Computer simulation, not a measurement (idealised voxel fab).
process module | voxel released beams
cross-section cut | 210 nm wide | cells 5 nm
A cross-section is a grid of square cells, given in bands from the top down. A band is one or more rows of cells.
Each band's line starts with the height of the band's top and of its bottom, in nm. Then come its materials from left to right, each with its width in nm. One material with "throughout" fills the band from edge to edge. "air" is empty space.
Height 0 is the level under which the wafer as received is all one material. The lowest band goes on downwards, as in "0 down".
A width such as "30 to 40" changes by the same amount from each row of cells to the next, from the band's top row to its bottom row.
"no change" after a step means that no cell of the cross-section changed.
closed voids: empty space of 8 cells or more with no open way to the top, each as width x height at its distance from the left edge, in nm
after a step's settings: what the simulator itself notes on the step
overlay nm, on a step with a mask: how far to the right of its planned place the mask lay; to the left if negative
plan
1 op RECEIVE | material Si
2 op CONFORMAL_DEP | material SiN | thk nm 10
3 op DIRECTIONAL_DEP | material SiO2 | thk nm 10
4 op PATTERN | tone open | mask id ANCHOR | material resist | width nm 45 | thk nm 20 | overlay nm 0
5 op DIRECTIONAL_ETCH | etch materials SiO2 | depth nm 10
6 op STRIP | etch materials resist
7 op CONFORMAL_DEP | material W | thk nm 15
8 op PATTERN | tone cover | mask id BEAM | material resist | width nm 115 | thk nm 15 | overlay nm 0
9 op DIRECTIONAL_ETCH | etch materials W | depth nm 15
10 op STRIP | etch materials resist
11 op STRIP | etch materials SiO2
as received, after step 1
  0 down: Si throughout
  closed voids: none
a wafer at the end: this start, this plan, one mistake
  35 to 20: air 45 | W 115 | air 50
  20 to 10: SiN throughout
  10 to 0: SiO2 throughout
  0 down: Si throughout
  closed voids: none
what went wrong: steps 2 and 3 were swapped
